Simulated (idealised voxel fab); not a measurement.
process module | voxel wiring stack
cross-section cut | 200 nm wide | cells 5 nm
A cross-section is a grid of square cells, given in bands from the top down. A band is one or more rows of cells.
Each band's line starts with the height of the band's top and of its bottom, in nm. Then come its materials from left to right, each with its width in nm. One material with "throughout" fills the band from edge to edge. "air" is empty space.
Height 0 is the level under which the wafer as received is all one material. The lowest band goes on downwards, as in "0 down".
A width such as "30 to 40" changes by the same amount from each row of cells to the next, from the band's top row to its bottom row.
"no change" after a step means that no cell of the cross-section changed.
closed voids: empty space of 8 cells or more with no open way to the top, each as width x height at its distance from the left edge, in nm
after a step's settings: what the simulator itself notes on the step
overlay nm, on a step with a mask: how far to the right of its planned place the mask lay; to the left if negative
plan
1 op RECEIVE | material Si
2 op CONFORMAL_DEP | material SiO2 | thk nm 10
3 op DIRECTIONAL_DEP | material TiN | thk nm 5
4 op DIRECTIONAL_DEP | material W | thk nm 15
5 op DIRECTIONAL_DEP | material aC | thk nm 10
6 op PATTERN | tone cover | mask id METAL_1 | material resist | width nm 30 | pitch nm 60 | thk nm 25 | overlay nm 0
7 op DIRECTIONAL_ETCH | etch materials aC | depth nm 10
8 op STRIP | etch materials resist
9 op DIRECTIONAL_ETCH | etch materials W | depth nm 15
10 op DIRECTIONAL_ETCH | etch materials TiN | depth nm 5
11 op STRIP | etch materials aC
12 op FILL_DEP | material lowk | thk nm 10
13 op CMP | height nm 30
14 op CONFORMAL_DEP | material SiCN | thk nm 5
15 op DIRECTIONAL_DEP | material SiO2 | thk nm 30
16 op MASKED_ETCH | tone open | mask id METAL_2_HOLES | width nm 15 | pitch nm 120 | etch materials SiO2 | depth nm 30 | overlay nm 0
17 op MASKED_ETCH | tone open | mask id METAL_2 | width nm 30 | pitch nm 60 | etch materials SiO2 | depth nm 15 | overlay nm 0
18 op MASKED_ETCH | tone open | mask id METAL_2 | width nm 30 | pitch nm 60 | etch materials SiCN | depth nm 5 | overlay nm 0
19 op CONFORMAL_DEP | material TiN | thk nm 5
20 op FILL_DEP | material Ru | thk nm 5
21 op CMP | height nm 65
22 op CONFORMAL_DEP | material SiCN | thk nm 5
23 op DIRECTIONAL_DEP | material SiO2 | thk nm 15
24 op MASKED_ETCH | tone open | mask id PLUG_2 | width nm 15 | pitch nm 60 | etch materials SiO2 | depth nm 15 | overlay nm 0
25 op MASKED_ETCH | tone open | mask id PLUG_2 | width nm 15 | pitch nm 60 | etch materials SiCN | depth nm 5 | overlay nm 0
26 op EPI | material Ru | thk nm 10
27 op EPI | material Ru | thk nm 10
28 op CONFORMAL_DEP | material SiN | thk nm 5
29 op DIRECTIONAL_DEP | material SiO2 | thk nm 25
30 op PATTERN | tone open | mask id METAL_3 | material resist | width nm 30 | pitch nm 60 | thk nm 20 | overlay nm 0
31 op DIRECTIONAL_ETCH | etch materials SiO2 | depth nm 25
32 op DIRECTIONAL_ETCH | etch materials SiN | depth nm 5
33 op STRIP | etch materials resist
34 op CONFORMAL_DEP | material TiN | thk nm 5
35 op FILL_DEP | material Ru | thk nm 5
36 op CMP | height nm 115
37 op CONFORMAL_DEP | material SiN | thk nm 5
first wafer, as planned
as received, after step 1
  0 down: Si throughout
  closed voids: none
after step 2
  10 to 0: SiO2 throughout
  below 0: unchanged
after step 3
  15 to 10: TiN throughout
  below 10: unchanged
after step 4
  30 to 15: W throughout
  below 15: unchanged
after step 5
  40 to 30: aC throughout
  below 30: unchanged
after step 6
  65 to 40: air 25 | resist 30 | air 30 | resist 30 | air 30 | resist 30 | air 25
  below 40: unchanged
after step 7
  55 to 40: air 25 | resist 30 | air 30 | resist 30 | air 30 | resist 30 | air 25
  40 to 30: air 25 | aC 30 | air 30 | aC 30 | air 30 | aC 30 | air 25
  below 30: unchanged
after step 8
  40 to 30: air 25 | aC 30 | air 30 | aC 30 | air 30 | aC 30 | air 25
  below 30: unchanged
after step 9
  40 to 30: air 25 | aC 30 | air 30 | aC 30 | air 30 | aC 30 | air 25
  30 to 15: air 25 | W 30 | air 30 | W 30 | air 30 | W 30 | air 25
  below 15: unchanged
after step 10
  40 to 30: air 25 | aC 30 | air 30 | aC 30 | air 30 | aC 30 | air 25
  30 to 15: air 25 | W 30 | air 30 | W 30 | air 30 | W 30 | air 25
  15 to 10: air 25 | TiN 30 | air 30 | TiN 30 | air 30 | TiN 30 | air 25
  below 10: unchanged
after step 11
  30 to 15: air 25 | W 30 | air 30 | W 30 | air 30 | W 30 | air 25
  below 15: unchanged
after step 12
  40 to 30: lowk throughout
  30 to 15: lowk 25 | W 30 | lowk 30 | W 30 | lowk 30 | W 30 | lowk 25
  15 to 10: lowk 25 | TiN 30 | lowk 30 | TiN 30 | lowk 30 | TiN 30 | lowk 25
  below 10: unchanged
after step 13
  30 to 15: lowk 25 | W 30 | lowk 30 | W 30 | lowk 30 | W 30 | lowk 25
  below 15: unchanged
after step 14
  35 to 30: SiCN throughout
  below 30: unchanged
after step 15
  65 to 35: SiO2 throughout
  below 35: unchanged
after step 16
  65 to 35: SiO2 25 | air 15 | SiO2 105 | air 15 | SiO2 40
  below 35: unchanged
after step 17
  65 to 50: SiO2 25 | air 30 | SiO2 30 | air 30 | SiO2 30 | air 30 | SiO2 25
  below 50: unchanged
after step 18
  65 to 50: SiO2 25 | air 30 | SiO2 30 | air 30 | SiO2 30 | air 30 | SiO2 25
  50 to 35: SiO2 25 | air 15 | SiO2 105 | air 15 | SiO2 40
  35 to 30: SiCN 25 | air 15 | SiCN 105 | air 15 | SiCN 40
  below 30: unchanged
after step 19
  70 to 65: TiN 30 | air 20 | TiN 40 | air 20 | TiN 40 | air 20 | TiN 30
  65 to 55: SiO2 25 | TiN 5 | air 20 | TiN 5 | SiO2 30 | TiN 5 | air 20 | TiN 5 | SiO2 30 | TiN 5 | air 20 | TiN 5 | SiO2 25
  55 to 50: SiO2 25 | TiN 5 | air 5 | TiN 20 | SiO2 30 | TiN 30 | SiO2 30 | TiN 5 | air 5 | TiN 20 | SiO2 25
  50 to 35: SiO2 25 | TiN 5 | air 5 | TiN 5 | SiO2 105 | TiN 5 | air 5 | TiN 5 | SiO2 40
  35 to 30: SiCN 25 | TiN 15 | SiCN 105 | TiN 15 | SiCN 40
  below 30: unchanged
after step 20
  75 to 70: Ru throughout
  70 to 65: TiN 30 | Ru 20 | TiN 40 | Ru 20 | TiN 40 | Ru 20 | TiN 30
  65 to 55: SiO2 25 | TiN 5 | Ru 20 | TiN 5 | SiO2 30 | TiN 5 | Ru 20 | TiN 5 | SiO2 30 | TiN 5 | Ru 20 | TiN 5 | SiO2 25
  55 to 50: SiO2 25 | TiN 5 | Ru 5 | TiN 20 | SiO2 30 | TiN 30 | SiO2 30 | TiN 5 | Ru 5 | TiN 20 | SiO2 25
  50 to 35: SiO2 25 | TiN 5 | Ru 5 | TiN 5 | SiO2 105 | TiN 5 | Ru 5 | TiN 5 | SiO2 40
  below 35: unchanged
after step 21
  65 to 55: SiO2 25 | TiN 5 | Ru 20 | TiN 5 | SiO2 30 | TiN 5 | Ru 20 | TiN 5 | SiO2 30 | TiN 5 | Ru 20 | TiN 5 | SiO2 25
  below 55: unchanged
after step 22
  70 to 65: SiCN throughout
  below 65: unchanged
after step 23
  85 to 70: SiO2 throughout
  below 70: unchanged
after step 24
  85 to 70: SiO2 25 | air 15 | SiO2 45 | air 15 | SiO2 45 | air 15 | SiO2 40
  below 70: unchanged
after step 25
  85 to 70: SiO2 25 | air 15 | SiO2 45 | air 15 | SiO2 45 | air 15 | SiO2 40
  70 to 65: SiCN 25 | air 15 | SiCN 45 | air 15 | SiCN 45 | air 15 | SiCN 40
  below 65: unchanged
after step 26
  85 to 75: SiO2 25 | air 15 | SiO2 45 | air 15 | SiO2 45 | air 15 | SiO2 40
  75 to 70: SiO2 25 | Ru 15 | SiO2 45 | Ru 15 | SiO2 45 | Ru 15 | SiO2 40
  70 to 65: SiCN 25 | Ru 15 | SiCN 45 | Ru 15 | SiCN 45 | Ru 15 | SiCN 40
  below 65: unchanged
after step 27
  85 to 70: SiO2 25 | Ru 15 | SiO2 45 | Ru 15 | SiO2 45 | Ru 15 | SiO2 40
  below 70: unchanged
after step 28
  90 to 85: SiN throughout
  below 85: unchanged
after step 29
  115 to 90: SiO2 throughout
  below 90: unchanged
after step 30
  135 to 115: resist 25 | air 30 | resist 30 | air 30 | resist 30 | air 30 | resist 25
  below 115: unchanged
after step 31
  135 to 115: resist 25 | air 30 | resist 30 | air 30 | resist 30 | air 30 | resist 25
  115 to 90: SiO2 25 | air 30 | SiO2 30 | air 30 | SiO2 30 | air 30 | SiO2 25
  below 90: unchanged
after step 32
  135 to 115: resist 25 | air 30 | resist 30 | air 30 | resist 30 | air 30 | resist 25
  115 to 90: SiO2 25 | air 30 | SiO2 30 | air 30 | SiO2 30 | air 30 | SiO2 25
  90 to 85: SiN 25 | air 30 | SiN 30 | air 30 | SiN 30 | air 30 | SiN 25
  below 85: unchanged
after step 33
  115 to 90: SiO2 25 | air 30 | SiO2 30 | air 30 | SiO2 30 | air 30 | SiO2 25
  below 90: unchanged
after step 34
  120 to 115: TiN 30 | air 20 | TiN 40 | air 20 | TiN 40 | air 20 | TiN 30
  115 to 90: SiO2 25 | TiN 5 | air 20 | TiN 5 | SiO2 30 | TiN 5 | air 20 | TiN 5 | SiO2 30 | TiN 5 | air 20 | TiN 5 | SiO2 25
  90 to 85: SiN 25 | TiN 30 | SiN 30 | TiN 30 | SiN 30 | TiN 30 | SiN 25
  below 85: unchanged
after step 35
  125 to 120: Ru throughout
  120 to 115: TiN 30 | Ru 20 | TiN 40 | Ru 20 | TiN 40 | Ru 20 | TiN 30
  115 to 90: SiO2 25 | TiN 5 | Ru 20 | TiN 5 | SiO2 30 | TiN 5 | Ru 20 | TiN 5 | SiO2 30 | TiN 5 | Ru 20 | TiN 5 | SiO2 25
  below 90: unchanged
after step 36
  115 to 90: SiO2 25 | TiN 5 | Ru 20 | TiN 5 | SiO2 30 | TiN 5 | Ru 20 | TiN 5 | SiO2 30 | TiN 5 | Ru 20 | TiN 5 | SiO2 25
  below 90: unchanged
after step 37
  120 to 115: SiN throughout
  below 115: unchanged
second wafer: like start, like plan, one mistake. Through step 16 it matches the first wafer
when step 17 should have ended
  65 to 50: SiO2 25 | air 25 | SiO2 40 | air 20 | SiO2 35 | air 25 | SiO2 30
  below 50: unchanged
when step 18 should have ended
  65 to 50: SiO2 25 | air 25 | SiO2 40 | air 20 | SiO2 35 | air 25 | SiO2 30
  50 to 35: SiO2 25 | air 15 | SiO2 105 | air 15 | SiO2 40
  35 to 30: SiCN 25 | air 15 | SiCN 105 | air 15 | SiCN 40
  below 30: unchanged
when step 19 should have ended
  70 to 65: TiN 30 | air 15 | TiN 50 | air 10 | TiN 45 | air 15 | TiN 35
  65 to 55: SiO2 25 | TiN 5 | air 15 | TiN 5 | SiO2 40 | TiN 5 | air 10 | TiN 5 | SiO2 35 | TiN 5 | air 15 | TiN 5 | SiO2 30
  55 to 50: SiO2 25 | TiN 5 | air 5 | TiN 15 | SiO2 40 | TiN 20 | SiO2 35 | TiN 5 | air 5 | TiN 15 | SiO2 30
  50 to 35: SiO2 25 | TiN 5 | air 5 | TiN 5 | SiO2 105 | TiN 5 | air 5 | TiN 5 | SiO2 40
  35 to 30: SiCN 25 | TiN 15 | SiCN 105 | TiN 15 | SiCN 40
  below 30: unchanged
when step 20 should have ended
  75 to 70: Ru throughout
  70 to 65: TiN 30 | Ru 15 | TiN 50 | Ru 10 | TiN 45 | Ru 15 | TiN 35
  65 to 55: SiO2 25 | TiN 5 | Ru 15 | TiN 5 | SiO2 40 | TiN 5 | Ru 10 | TiN 5 | SiO2 35 | TiN 5 | Ru 15 | TiN 5 | SiO2 30
  55 to 50: SiO2 25 | TiN 5 | Ru 5 | TiN 15 | SiO2 40 | TiN 20 | SiO2 35 | TiN 5 | Ru 5 | TiN 15 | SiO2 30
  50 to 35: SiO2 25 | TiN 5 | Ru 5 | TiN 5 | SiO2 105 | TiN 5 | Ru 5 | TiN 5 | SiO2 40
  below 35: unchanged
when step 21 should have ended
  65 to 55: SiO2 25 | TiN 5 | Ru 15 | TiN 5 | SiO2 40 | TiN 5 | Ru 10 | TiN 5 | SiO2 35 | TiN 5 | Ru 15 | TiN 5 | SiO2 30
  below 55: unchanged
when step 22 should have ended
  70 to 65: SiCN throughout
  below 65: unchanged
when step 23 should have ended
  85 to 70: SiO2 throughout
  below 70: unchanged
when step 24 should have ended
  85 to 70: SiO2 25 | air 15 | SiO2 45 | air 15 | SiO2 45 | air 15 | SiO2 40
  below 70: unchanged
when step 25 should have ended
  85 to 70: SiO2 25 | air 15 | SiO2 45 | air 15 | SiO2 45 | air 15 | SiO2 40
  70 to 65: SiCN 25 | air 15 | SiCN 45 | air 15 | SiCN 45 | air 15 | SiCN 40
  below 65: unchanged
when step 26 should have ended
  85 to 75: SiO2 25 | air 15 | SiO2 45 | air 15 | SiO2 45 | air 15 | SiO2 40
  75 to 70: SiO2 25 | Ru 15 | SiO2 45 | Ru 15 | SiO2 45 | Ru 15 | SiO2 40
  70 to 65: SiCN 25 | Ru 15 | SiCN 45 | Ru 15 | SiCN 45 | Ru 15 | SiCN 40
  below 65: unchanged
when step 27 should have ended
  85 to 70: SiO2 25 | Ru 15 | SiO2 45 | Ru 15 | SiO2 45 | Ru 15 | SiO2 40
  below 70: unchanged
when step 28 should have ended
  90 to 85: SiN throughout
  below 85: unchanged
when step 29 should have ended
  115 to 90: SiO2 throughout
  below 90: unchanged
when step 30 should have ended
  135 to 115: resist 25 | air 30 | resist 30 | air 30 | resist 30 | air 30 | resist 25
  below 115: unchanged
when step 31 should have ended
  135 to 115: resist 25 | air 30 | resist 30 | air 30 | resist 30 | air 30 | resist 25
  115 to 90: SiO2 25 | air 30 | SiO2 30 | air 30 | SiO2 30 | air 30 | SiO2 25
  below 90: unchanged
when step 32 should have ended
  135 to 115: resist 25 | air 30 | resist 30 | air 30 | resist 30 | air 30 | resist 25
  115 to 90: SiO2 25 | air 30 | SiO2 30 | air 30 | SiO2 30 | air 30 | SiO2 25
  90 to 85: SiN 25 | air 30 | SiN 30 | air 30 | SiN 30 | air 30 | SiN 25
  below 85: unchanged
when step 33 should have ended
  115 to 90: SiO2 25 | air 30 | SiO2 30 | air 30 | SiO2 30 | air 30 | SiO2 25
  below 90: unchanged
when step 34 should have ended
  120 to 115: TiN 30 | air 20 | TiN 40 | air 20 | TiN 40 | air 20 | TiN 30
  115 to 90: SiO2 25 | TiN 5 | air 20 | TiN 5 | SiO2 30 | TiN 5 | air 20 | TiN 5 | SiO2 30 | TiN 5 | air 20 | TiN 5 | SiO2 25
  90 to 85: SiN 25 | TiN 30 | SiN 30 | TiN 30 | SiN 30 | TiN 30 | SiN 25
  below 85: unchanged
when step 35 should have ended
  125 to 120: Ru throughout
  120 to 115: TiN 30 | Ru 20 | TiN 40 | Ru 20 | TiN 40 | Ru 20 | TiN 30
  115 to 90: SiO2 25 | TiN 5 | Ru 20 | TiN 5 | SiO2 30 | TiN 5 | Ru 20 | TiN 5 | SiO2 30 | TiN 5 | Ru 20 | TiN 5 | SiO2 25
  below 90: unchanged
when step 36 should have ended
  115 to 90: SiO2 25 | TiN 5 | Ru 20 | TiN 5 | SiO2 30 | TiN 5 | Ru 20 | TiN 5 | SiO2 30 | TiN 5 | Ru 20 | TiN 5 | SiO2 25
  below 90: unchanged
when step 37 should have ended
  120 to 115: SiN throughout
  below 115: unchanged
what went wrong: step 17 ran as: op MASKED_ETCH | tone open | mask id METAL_2 | width nm 20 | pitch nm 60 | etch materials SiO2 | depth nm 15 | overlay nm 0
at the end the second wafer has, in cells: 8 fewer of Ru | 12 more of SiO2 | 4 fewer of TiN
